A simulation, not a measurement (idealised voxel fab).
The following is a process module called voxel spacer lines.
The figure presents cross-section cut, which has a width of 160 nm and is divided into square cells with an edge length of 5 nm.
Each cross-section below is a grid of square cells, stated as bands in top-down order, with one or more rows of cells making up each band.
This entry defines a band. It first specifies the height of the band's top and the height of its bottom in nm, and then specifies the band's materials from left to right, stating each material with its width in nm. The word "throughout" identifies a single material that fills the band from edge to edge, while the word "air" identifies empty space.
Zero point of the height axis is 0; under it, received wafer = one material. Lowest band: continues down indefinitely, "0 down".
Think of "30 to 40" as a width that walks from the first number to the second as you go down the band, top row to bottom row, taking equal-sized steps from row to row.
Where the words "no modification" appear for a step, the cross-section shows no cell changed by that step; every cell remained as before.
Entry "Closed internal cavities". Content: empty spaces with no open connection to the top, size 8 cells or greater. Each: width x height at distance. Distance: from left edge. Unit: nm.
after a step's settings: what the simulator itself notes on the step
Steps that use a mask can have "overlay nm" on their line. It says how far the mask sat to the right of where it was meant to be. Negative means to the left.
The process steps that were planned are listed below:
1: RECEIVE, material Si
2: CONFORMAL_DEP, material Al2O3, thk nm 5
3: DIRECTIONAL_DEP, material polySi, thk nm 20
4: DIRECTIONAL_DEP, material aC, thk nm 20
5: PATTERN, tone cover, mask id MANDREL, material resist, width nm 25, pitch nm 80, thk nm 30, overlay nm 0
6: DIRECTIONAL_ETCH, etch materials aC, depth nm 20
7: STRIP, etch materials resist
8: CONFORMAL_DEP, material SiN, thk nm 15
9: DIRECTIONAL_ETCH, etch materials SiN, depth nm 15
10: STRIP, etch materials aC
11: DIRECTIONAL_ETCH, etch materials polySi, depth nm 20
12: STRIP, etch materials SiN
Wafer at receipt (post step 1), cross-section:
	0 down  Si throughout
	Closed internal cavities: none
As-planned run: cross-section of the first of two wafers at end of module:
	25 to 5  air=10, then polySi=15, then air=25, then polySi=15, then air=25, then polySi=15, then air=25, then polySi=15, then air=15
	5 to 0  Al2O3 throughout
	0 down  Si throughout
	Closed internal cavities: none
Cross-section at end of module for the second wafer of two, which matched the first in starting point and plan and differed by one mistake in its processing:
	15 to 5  air=10, then polySi=15, then air=25, then polySi=15, then air=25, then polySi=15, then air=25, then polySi=15, then air=15
	5 to 0  Al2O3 throughout
	0 down  Si throughout
	Closed internal cavities: none
So what did we get wrong on this run? not per plan at step 3, really ran DIRECTIONAL_DEP, material polySi, thk nm 10
Counted in cells at the end, the second wafer holds more or fewer of these materials than the first: -24 polySi
